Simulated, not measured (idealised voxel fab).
process module | voxel self aligned vias
cross-section cut | 170 nm wide | cells 5 nm
A cross-section is a grid of square cells, given in bands from the top down. A band is one or more rows of cells.
Each band's line starts with the height of the band's top and of its bottom, in nm. Then come its materials from left to right, each with its width in nm. One material with "throughout" fills the band from edge to edge. "air" is empty space.
Height 0 is the level under which the wafer as received is all one material. The lowest band goes on downwards, as in "0 down".
A width such as "30 to 40" changes by the same amount from each row of cells to the next, from the band's top row to its bottom row.
"no change" after a step means that no cell of the cross-section changed.
closed voids: empty space of 8 cells or more with no open way to the top, each as width x height at its distance from the left edge, in nm
after a step's settings: what the simulator itself notes on the step
overlay nm, on a step with a mask: how far to the right of its planned place the mask lay; to the left if negative
plan
1 op RECEIVE | material Si
2 op CONFORMAL_DEP | material SiO2 | thk nm 10
3 op CONFORMAL_DEP | material SiCN | thk nm 5
4 op DIRECTIONAL_DEP | material lowk | thk nm 20
5 op MASKED_ETCH | tone open | mask id LINES | width nm 20 | pitch nm 80 | etch materials lowk | depth nm 20 | overlay nm 0
6 op CONFORMAL_DEP | material TiN | thk nm 5
7 op FILL_DEP | material Ru | thk nm 10
8 op CMP | height nm 35
9 op SELECTIVE_ETCH | etch materials W Ru TiN | depth nm 5
10 op FILL_DEP | material SiN | thk nm 5
11 op CMP | height nm 35
12 op DIRECTIONAL_DEP | material lowk | thk nm 20
13 op DIRECTIONAL_DEP | material aC | thk nm 10
14 op PATTERN | tone open | mask id VIAS | material resist | width nm 50 | thk nm 30 | overlay nm 0
15 op DIRECTIONAL_ETCH | etch materials aC | depth nm 10
16 op STRIP | etch materials resist
17 op DIRECTIONAL_ETCH | etch materials lowk | depth nm 20
18 op DIRECTIONAL_ETCH | etch materials SiN | depth nm 5
19 op STRIP | etch materials aC
20 op CONFORMAL_DEP | material TiN | thk nm 5
21 op FILL_DEP | material Ru | thk nm 10
22 op CMP | height nm 55
23 op CONFORMAL_DEP | material SiCN | thk nm 5
varied across the wafers: width nm of step 5. The plan shows the first wafer's value. All wafers start alike
first wafer as received, after step 1
  0 down: Si throughout
  closed voids: none
first wafer at the end, after step 23
  60 to 55: SiCN throughout
  55 to 40: lowk 20 | TiN 5 | Ru 40 | TiN 5 | lowk 100
  40 to 35: lowk 20 | TiN 20 | Ru 10 | TiN 20 | lowk 100
  35 to 30: lowk 35 | TiN 20 | lowk 60 | SiN 20 | lowk 35
  30 to 20: lowk 35 | TiN 5 | Ru 10 | TiN 5 | lowk 60 | TiN 5 | Ru 10 | TiN 5 | lowk 35
  20 to 15: lowk 35 | TiN 20 | lowk 60 | TiN 20 | lowk 35
  15 to 10: SiCN throughout
  10 to 0: SiO2 throughout
  0 down: Si throughout
  closed voids: none
last wafer at the end
  60 to 55: SiCN throughout
  55 to 40: lowk 20 | TiN 5 | Ru 40 | TiN 5 | lowk 100
  40 to 35: lowk 20 | TiN 10 | Ru 35 | TiN 5 | lowk 100
  35 to 30: lowk 25 | TiN 45 | lowk 35 | SiN 45 | lowk 20
  30 to 20: lowk 25 | TiN 5 | Ru 35 | TiN 5 | lowk 35 | TiN 5 | Ru 35 | TiN 5 | lowk 20
  20 to 15: lowk 25 | TiN 45 | lowk 35 | TiN 45 | lowk 20
  15 to 10: SiCN throughout
  10 to 0: SiO2 throughout
  0 down: Si throughout
  closed voids: none
each wafer at the end: cells of each material gained (+) or lost (-) since it was received, then its closed voids
width nm 20 | +34 Ru | +68 SiCN | +4 SiN | +68 SiO2 | +34 TiN | +200 lowk | closed voids: none
width nm 25 | +39 Ru | +68 SiCN | +5 SiN | +68 SiO2 | +36 TiN | +192 lowk | closed voids: none
width nm 30 | +44 Ru | +68 SiCN | +6 SiN | +68 SiO2 | +38 TiN | +184 lowk | closed voids: none
width nm 35 | +49 Ru | +68 SiCN | +7 SiN | +68 SiO2 | +40 TiN | +176 lowk | closed voids: none
width nm 40 | +54 Ru | +68 SiCN | +8 SiN | +68 SiO2 | +42 TiN | +168 lowk | closed voids: none
width nm 45 | +59 Ru | +68 SiCN | +9 SiN | +68 SiO2 | +44 TiN | +160 lowk | closed voids: none
